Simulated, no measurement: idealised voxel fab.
process module | voxel ribs on slabs
cross-section cut | 275 nm wide | cells 5 nm
A cross-section is a grid of square cells, given in bands from the top down. A band is one or more rows of cells.
Each band's line starts with the height of the band's top and of its bottom, in nm. Then come its materials from left to right, each with its width in nm. One material with "throughout" fills the band from edge to edge. "air" is empty space.
Height 0 is the level under which the wafer as received is all one material. The lowest band goes on downwards, as in "0 down".
A width such as "30 to 40" changes by the same amount from each row of cells to the next, from the band's top row to its bottom row.
"no change" after a step means that no cell of the cross-section changed.
closed voids: empty space of 8 cells or more with no open way to the top, each as width x height at its distance from the left edge, in nm
after a step's settings: what the simulator itself notes on the step
overlay nm, on a step with a mask: how far to the right of its planned place the mask lay; to the left if negative
plan
1 op RECEIVE | material Si
2 op DIRECTIONAL_DEP | material SiO2 | thk nm 20
3 op DIRECTIONAL_DEP | material SiN | thk nm 15
4 op PATTERN | tone cover | mask id RIB | material resist | width nm 25 | thk nm 20 | overlay nm 0
5 op DIRECTIONAL_ETCH | etch materials SiN | depth nm 10
6 op STRIP | etch materials resist
7 op DIRECTIONAL_DEP | material aC | thk nm 10
8 op PATTERN | tone cover | mask id SLAB | material resist | width nm 75 | thk nm 25 | overlay nm 0
9 op DIRECTIONAL_ETCH | etch materials aC | depth nm 10
10 op STRIP | etch materials resist
11 op DIRECTIONAL_ETCH | etch materials SiN | depth nm 5
12 op STRIP | etch materials aC
13 op FILL_DEP | material SiO2 | thk nm 30
14 op CMP | height nm 55
15 op DIRECTIONAL_DEP | material TiN | thk nm 10
16 op PATTERN | tone cover | mask id HEATER | material resist | width nm 35 | thk nm 15 | overlay nm 0
17 op DIRECTIONAL_ETCH | etch materials TiN | depth nm 10
18 op STRIP | etch materials resist
19 op CONFORMAL_DEP | material SiN | thk nm 5
as received, after step 1
  0 down: Si throughout
  closed voids: none
a wafer at the end: this start, this plan, one mistake
  70 to 65: air 115 | SiN 45 | air 115
  65 to 60: air 115 | SiN 5 | TiN 35 | SiN 5 | air 115
  60 to 55: SiN 120 | TiN 35 | SiN 120
  55 to 35: SiO2 throughout
  35 to 25: SiO2 125 | SiN 25 | SiO2 125
  25 to 20: SiO2 95 | SiN 75 | SiO2 105
  20 to 0: SiO2 throughout
  0 down: Si throughout
  closed voids: none
what went wrong: step 8 ran as: op PATTERN | tone cover | mask id SLAB | material resist | width nm 75 | thk nm 25 | overlay nm -5
